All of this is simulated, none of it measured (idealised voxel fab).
Proc. module: voxel trench capacitor
Square cell edge 5 nm, section width 225 nm, ID cut.
Square cells in a grid make up a cross-section in this document, and the grid is given as bands, listed from the top down, each one or more rows of cells. The band entry comprises the height of the band's top followed by the height of its bottom, expressed in nm, and subsequently the band's materials from left to right, each stated together with its width in nm. Where a single material is marked with the word "all across", that material fills the band from edge to edge. The word "air" represents empty space. Convention: height 0 is the level below which the wafer, as received, is all one material. The lowest band does not terminate at the bottom but continues downward, represented as "0 and below". The notation "30->40" denotes a width that varies across the rows of cells in the band, beginning at the first number in the top row, finishing at the second number in the bottom row, and changing by an identical amount from each row to the next. The cross-section has no changed cell in any step marked "left unchanged". "Enclosed void catalog": empty spaces of 8 cells or more with no open way to the top, each given as width x height at distance, distance from the left edge, all in nm. The remark found on a step's line after its settings is issued by the simulator itself and pertains to that step. Among the settings permitted on a step's line is "overlay nm"; applied to a step with a mask, it specifies the extent to which the mask lay to the right of its planned position, whereas a negative figure signifies a position to the left.

List of planned process steps:
1,RECEIVE: material Si
2,CONFORMAL_DEP: material SiN, thk nm 5
3,PATTERN: tone open, mask id TRENCH, material resist, width nm 25, pitch nm 45, thk nm 15, overlay nm 0
4,DIRECTIONAL_ETCH: etch materials SiN, depth nm 5
5,DIRECTIONAL_ETCH: etch materials Si, depth nm 40
6,STRIP: etch materials resist
7,CONFORMAL_DEP: material Al2O3, thk nm 5
8,FILL_DEP: material polySi, thk nm 5
9,CMP: height nm -5
Wafer-to-wafer difference: height nm, step 9. Common start. Plan = first wafer's value.

As-received state after step 1, first of several wafers, cross-section:
* 0 and below = Si all across
* Enclosed void catalog: none

Below: a row per wafer. Contents at end of module: for every material, cells gained since receipt (+) or lost since receipt (-); then closed voids:
height nm -5, +68 Al2O3, -185 Si, +72 polySi, Enclosed void catalog: none
height nm 0, +76 Al2O3, -160 Si, +84 polySi, Enclosed void catalog: none
height nm 5, +84 Al2O3, -160 Si, +25 SiN, +96 polySi, Enclosed void catalog: none
height nm 10, +117 Al2O3, -160 Si, +25 SiN, +108 polySi, Enclosed void catalog: none
height nm 15, +117 Al2O3, -160 Si, +25 SiN, +153 polySi, Enclosed void catalog: none
